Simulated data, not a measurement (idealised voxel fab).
process module | voxel quadruple lines
cross-section cut | 185 nm wide | cells 5 nm
A cross-section is a grid of square cells, given in bands from the top down. A band is one or more rows of cells.
Each band's line starts with the height of the band's top and of its bottom, in nm. Then come its materials from left to right, each with its width in nm. One material with "throughout" fills the band from edge to edge. "air" is empty space.
Height 0 is the level under which the wafer as received is all one material. The lowest band goes on downwards, as in "0 down".
A width such as "30 to 40" changes by the same amount from each row of cells to the next, from the band's top row to its bottom row.
"no change" after a step means that no cell of the cross-section changed.
closed voids: empty space of 8 cells or more with no open way to the top, each as width x height at its distance from the left edge, in nm
after a step's settings: what the simulator itself notes on the step
overlay nm, on a step with a mask: how far to the right of its planned place the mask lay; to the left if negative
plan
1 op RECEIVE | material Si
2 op CONFORMAL_DEP | material Al2O3 | thk nm 10
3 op DIRECTIONAL_DEP | material Ru | thk nm 10
4 op DIRECTIONAL_DEP | material polySi | thk nm 20
5 op DIRECTIONAL_DEP | material aC | thk nm 20
6 op PATTERN | tone cover | mask id MANDREL | material resist | width nm 15 | pitch nm 80 | thk nm 30 | overlay nm 0
7 op DIRECTIONAL_ETCH | etch materials aC | depth nm 20
8 op STRIP | etch materials resist
9 op CONFORMAL_DEP | material SiO2 | thk nm 15
10 op DIRECTIONAL_ETCH | etch materials SiO2 | depth nm 15
11 op STRIP | etch materials aC
12 op DIRECTIONAL_ETCH | etch materials polySi | depth nm 20
13 op STRIP | etch materials SiO2
14 op CONFORMAL_DEP | material SiN | thk nm 5
15 op DIRECTIONAL_ETCH | etch materials SiN | depth nm 5
16 op STRIP | etch materials polySi
17 op DIRECTIONAL_ETCH | etch materials Ru | depth nm 10
18 op STRIP | etch materials SiN
varied across the wafers: width nm of step 6. The plan shows the first wafer's value. All wafers start alike
first wafer as received, after step 1
  0 down: Si throughout
  closed voids: none
each wafer at the end: cells of each material gained (+) or lost (-) since it was received, then its closed voids
width nm 15 | +74 Al2O3 | +16 Ru | closed voids: none
width nm 20 | +74 Al2O3 | +16 Ru | closed voids: none
width nm 25 | +74 Al2O3 | +16 Ru | closed voids: none
width nm 30 | +74 Al2O3 | +16 Ru | closed voids: none
width nm 35 | +74 Al2O3 | +16 Ru | closed voids: none
width nm 40 | +74 Al2O3 | +16 Ru | closed voids: none
